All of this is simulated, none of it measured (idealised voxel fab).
process module | voxel ribs on slabs
cross-section cut | 290 nm wide | cells 5 nm
A cross-section is a grid of square cells, given in bands from the top down. A band is one or more rows of cells.
Each band's line starts with the height of the band's top and of its bottom, in nm. Then come its materials from left to right, each with its width in nm. One material with "throughout" fills the band from edge to edge. "air" is empty space.
Height 0 is the level under which the wafer as received is all one material. The lowest band goes on downwards, as in "0 down".
A width such as "30 to 40" changes by the same amount from each row of cells to the next, from the band's top row to its bottom row.
"no change" after a step means that no cell of the cross-section changed.
closed voids: empty space of 8 cells or more with no open way to the top, each as width x height at its distance from the left edge, in nm
after a step's settings: what the simulator itself notes on the step
overlay nm, on a step with a mask: how far to the right of its planned place the mask lay; to the left if negative
plan
1 op RECEIVE | material Si
2 op DIRECTIONAL_DEP | material SiO2 | thk nm 30
3 op DIRECTIONAL_DEP | material SiN | thk nm 15
4 op DIRECTIONAL_DEP | material aC | thk nm 15
5 op PATTERN | tone cover | mask id RIB | material resist | width nm 15 | thk nm 35 | overlay nm 0
6 op DIRECTIONAL_ETCH | etch materials aC | depth nm 15
7 op STRIP | etch materials resist
8 op DIRECTIONAL_ETCH | etch materials SiN | depth nm 10
9 op STRIP | etch materials aC
10 op DIRECTIONAL_DEP | material aC | thk nm 10
11 op PATTERN | tone cover | mask id SLAB | material resist | width nm 65 | thk nm 30 | overlay nm 0
12 op DIRECTIONAL_ETCH | etch materials aC | depth nm 10
13 op STRIP | etch materials resist
14 op DIRECTIONAL_ETCH | etch materials SiN | depth nm 5
15 op STRIP | etch materials aC
16 op FILL_DEP | material SiO2 | thk nm 25
17 op CMP | height nm 65
18 op DIRECTIONAL_DEP | material TiN | thk nm 10
19 op MASKED_ETCH | tone cover | mask id HEATER | width nm 25 | etch materials TiN | depth nm 10 | overlay nm 0
20 op CONFORMAL_DEP | material SiO2 | thk nm 5
first wafer, as planned
as received, after step 1
  0 down: Si throughout
  closed voids: none
after step 2
  30 to 0: SiO2 throughout
  below 0: unchanged
after step 3
  45 to 30: SiN throughout
  below 30: unchanged
after step 4
  60 to 45: aC throughout
  below 45: unchanged
after step 5
  95 to 60: air 135 | resist 15 | air 140
  below 60: unchanged
after step 6
  80 to 60: air 135 | resist 15 | air 140
  60 to 45: air 135 | aC 15 | air 140
  below 45: unchanged
after step 7
  60 to 45: air 135 | aC 15 | air 140
  below 45: unchanged
after step 8
  60 to 45: air 135 | aC 15 | air 140
  45 to 35: air 135 | SiN 15 | air 140
  below 35: unchanged
after step 9
  45 to 35: air 135 | SiN 15 | air 140
  below 35: unchanged
after step 10
  55 to 45: air 135 | aC 15 | air 140
  45 to 35: aC 135 | SiN 15 | aC 140
  below 35: unchanged
after step 11
  85 to 55: air 110 | resist 65 | air 115
  55 to 45: air 110 | resist 25 | aC 15 | resist 25 | air 115
  below 45: unchanged
after step 12
  75 to 55: air 110 | resist 65 | air 115
  55 to 45: air 110 | resist 25 | aC 15 | resist 25 | air 115
  45 to 35: air 110 | aC 25 | SiN 15 | aC 25 | air 115
  below 35: unchanged
after step 13
  55 to 45: air 135 | aC 15 | air 140
  below 45: unchanged
after step 14
  55 to 45: air 135 | aC 15 | air 140
  45 to 35: air 110 | aC 25 | SiN 15 | aC 25 | air 115
  35 to 30: air 110 | SiN 65 | air 115
  below 30: unchanged
after step 15
  45 to 35: air 135 | SiN 15 | air 140
  below 35: unchanged
after step 16
  70 to 45: SiO2 throughout
  45 to 35: SiO2 135 | SiN 15 | SiO2 140
  35 to 30: SiO2 110 | SiN 65 | SiO2 115
  below 30: unchanged
after step 17
  65 to 45: SiO2 throughout
  below 45: unchanged
after step 18
  75 to 65: TiN throughout
  below 65: unchanged
after step 19
  75 to 65: air 130 | TiN 25 | air 135
  below 65: unchanged
after step 20
  80 to 75: air 125 | SiO2 35 | air 130
  75 to 70: air 125 | SiO2 5 | TiN 25 | SiO2 5 | air 130
  70 to 65: SiO2 130 | TiN 25 | SiO2 135
  below 65: unchanged
second wafer: like start, like plan, one mistake. Through step 4 it matches the first wafer
when step 5 should have ended
  95 to 60: resist 135 | air 15 | resist 140
  below 60: unchanged
when step 6 should have ended
  80 to 60: resist 135 | air 15 | resist 140
  60 to 45: aC 135 | air 15 | aC 140
  below 45: unchanged
when step 7 should have ended
  60 to 45: aC 135 | air 15 | aC 140
  below 45: unchanged
when step 8 should have ended
  60 to 45: aC 135 | air 15 | aC 140
  45 to 35: SiN 135 | air 15 | SiN 140
  below 35: unchanged
when step 9 should have ended
  45 to 35: SiN 135 | air 15 | SiN 140
  below 35: unchanged
when step 10 should have ended
  55 to 45: aC 135 | air 15 | aC 140
  45 to 35: SiN 135 | aC 15 | SiN 140
  below 35: unchanged
when step 11 should have ended
  85 to 55: air 110 | resist 65 | air 115
  55 to 45: aC 135 | resist 15 | aC 140
  below 45: unchanged
when step 12 should have ended
  75 to 55: air 110 | resist 65 | air 115
  55 to 45: air 110 | aC 25 | resist 15 | aC 25 | air 115
  below 45: unchanged
when step 13 should have ended
  55 to 45: air 110 | aC 25 | air 15 | aC 25 | air 115
  below 45: unchanged
when step 14 should have ended
  55 to 45: air 110 | aC 25 | air 15 | aC 25 | air 115
  45 to 40: air 110 | SiN 25 | aC 15 | SiN 25 | air 115
  below 40: unchanged
when step 15 should have ended
  45 to 40: air 110 | SiN 25 | air 15 | SiN 25 | air 115
  40 to 35: SiN 135 | air 15 | SiN 140
  below 35: unchanged
when step 16 should have ended
  70 to 45: SiO2 throughout
  45 to 40: SiO2 110 | SiN 25 | SiO2 15 | SiN 25 | SiO2 115
  40 to 35: SiN 135 | SiO2 15 | SiN 140
  below 35: unchanged
when step 17 should have ended
  65 to 45: SiO2 throughout
  below 45: unchanged
when step 18 should have ended
  75 to 65: TiN throughout
  below 65: unchanged
when step 19 should have ended
  75 to 65: air 130 | TiN 25 | air 135
  below 65: unchanged
when step 20 should have ended
  80 to 75: air 125 | SiO2 35 | air 130
  75 to 70: air 125 | SiO2 5 | TiN 25 | SiO2 5 | air 130
  70 to 65: SiO2 130 | TiN 25 | SiO2 135
  below 65: unchanged
what went wrong: step 5 ran as: op PATTERN | tone open | mask id RIB | material resist | width nm 15 | thk nm 35 | overlay nm 0
at the end the second wafer has, in cells: 104 more of SiN | 104 fewer of SiO2
